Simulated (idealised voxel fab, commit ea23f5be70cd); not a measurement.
Documented hereafter: the process module known as voxel local oxidation.
Shown is cross-section cut, with a width of 205 nm and square cells of size 5 nm.
In this document a cross-section is written as a grid of square cells. It is given as a series of bands, listed from the top down, and a band is one or more rows of cells. For a band, the entry starts with two heights in nm, that of the top and then that of the bottom, and carries on with the band's materials in order from left to right, each alongside its width in nm; the word "edge to edge" beside a single material means it fills the band edge to edge, and "empty" means empty space. Heads up on the height convention: 0 is the point under which the incoming wafer is all one material, and the lowest band has no bottom, it just keeps going down, like "from 0 down". A width given as "30..40" starts at the first number in the band's top row and ends at the second number in its bottom row, shifting by an equal amount at every step from row to row. No cell of the cross-section changed in a step that is given as "nothing got changed". Cavities, sealed: empty space of 8 cells or more with no open way to the top, each as width x height at its distance from the left edge, in nm. Where a step's line continues beyond its settings, the continuation is a remark by the simulator itself on that step. overlay nm, on a step with a mask: how far to the right of its planned place the mask lay; to the left if negative.

**The planned process steps are enumerated hereunder**
1,RECEIVE [material Si]
2,OXIDIZE [depth nm 5]
3,CONFORMAL_DEP [material SiN] [thk nm 15]
4,DIRECTIONAL_DEP [material aC] [thk nm 10]
5,PATTERN [tone cover] [mask id ACTIVE] [material resist] [width nm 130] [thk nm 30] [overlay nm 0]
6,DIRECTIONAL_ETCH [etch materials aC] [depth nm 10]
7,STRIP [etch materials resist]
8,DIRECTIONAL_ETCH [etch materials SiN] [depth nm 15]
9,STRIP [etch materials aC]
10,SELECTIVE_ETCH [etch materials SiO2] [depth nm 5]
11,OXIDIZE [depth nm 10]
12,STRIP [etch materials SiN]

**Account of the first of two wafers, which was processed as intended**

**Cross-section of the wafer as it came to us, i.e., already through step 1**
- from 0 down = Si edge to edge
- Cavities, sealed: none

**Wafer xsec, post step 2**
- from 0 to -5 = SiO2 edge to edge
- Below -5, the layers are the same as they were.

**Wafer xsec, post step 3**
- from 15 to 0 = SiN edge to edge
- Below 0, the layers are the same as they were.

**Wafer xsec, post step 4**
- from 25 to 15 = aC edge to edge
- Below 15, the layers are the same as they were.

**Wafer xsec, post step 5**
- from 55 to 25 = empty=35 / resist=130 / empty=40
- Below 25, the layers are the same as they were.

**Wafer xsec, post step 6**
- from 45 to 25 = empty=35 / resist=130 / empty=40
- from 25 to 15 = empty=35 / aC=130 / empty=40
- Below 15, the layers are the same as they were.

**Wafer xsec, post step 7**
- from 25 to 15 = empty=35 / aC=130 / empty=40
- Below 15, the layers are the same as they were.

**Wafer xsec, post step 8**
- from 25 to 15 = empty=35 / aC=130 / empty=40
- from 15 to 0 = empty=35 / SiN=130 / empty=40
- Below 0, the layers are the same as they were.

**Wafer xsec, post step 9**
- from 15 to 0 = empty=35 / SiN=130 / empty=40
- Below 0, the layers are the same as they were.

**Wafer xsec, post step 10**
- from 15 to 0 = empty=35 / SiN=130 / empty=40
- from 0 to -5 = empty=40 / SiO2=120 / empty=45
- Below -5, the layers are the same as they were.

**Wafer xsec, post step 11**
- from 15 to 0 = empty=35 / SiN=130 / empty=40
- from 0 to -5 = empty=40 / SiO2=120 / empty=45
- from -5 to -15 = SiO2=50 / Si=100 / SiO2=55
- Below -15, the layers are the same as they were.

**Wafer xsec, post step 12**
- from 0 to -5 = empty=40 / SiO2=120 / empty=45
- Below -5, the layers are the same as they were.

**Here the second wafer is described. Its start and its plan were those of the first wafer. Its run contained one mistake. Up to and including step 6, it did exactly what the first wafer did**

when step 7 should have ended: nothing got changed

**when step 8 should have ended**
- from 45 to 25 = empty=35 / resist=130 / empty=40
- from 25 to 15 = empty=35 / aC=130 / empty=40
- from 15 to 0 = empty=35 / SiN=130 / empty=40
- Below 0, the layers are the same as they were.

**when step 9 should have ended**
- from 15 to 0 = empty=35 / SiN=130 / empty=40
- Below 0, the layers are the same as they were.

**when step 10 should have ended**
- from 15 to 0 = empty=35 / SiN=130 / empty=40
- from 0 to -5 = empty=40 / SiO2=120 / empty=45
- Below -5, the layers are the same as they were.

**when step 11 should have ended**
- from 15 to 0 = empty=35 / SiN=130 / empty=40
- from 0 to -5 = empty=40 / SiO2=120 / empty=45
- from -5 to -15 = SiO2=50 / Si=100 / SiO2=55
- Below -15, the layers are the same as they were.

**when step 12 should have ended**
- from 0 to -5 = empty=40 / SiO2=120 / empty=45
- Below -5, the layers are the same as they were.
Error vs. plan: no execution of plan step 7; skipped
It should be noted that the final cross-sections of the two wafers coincide, and the mistake therefore has no effect on the output of this model.
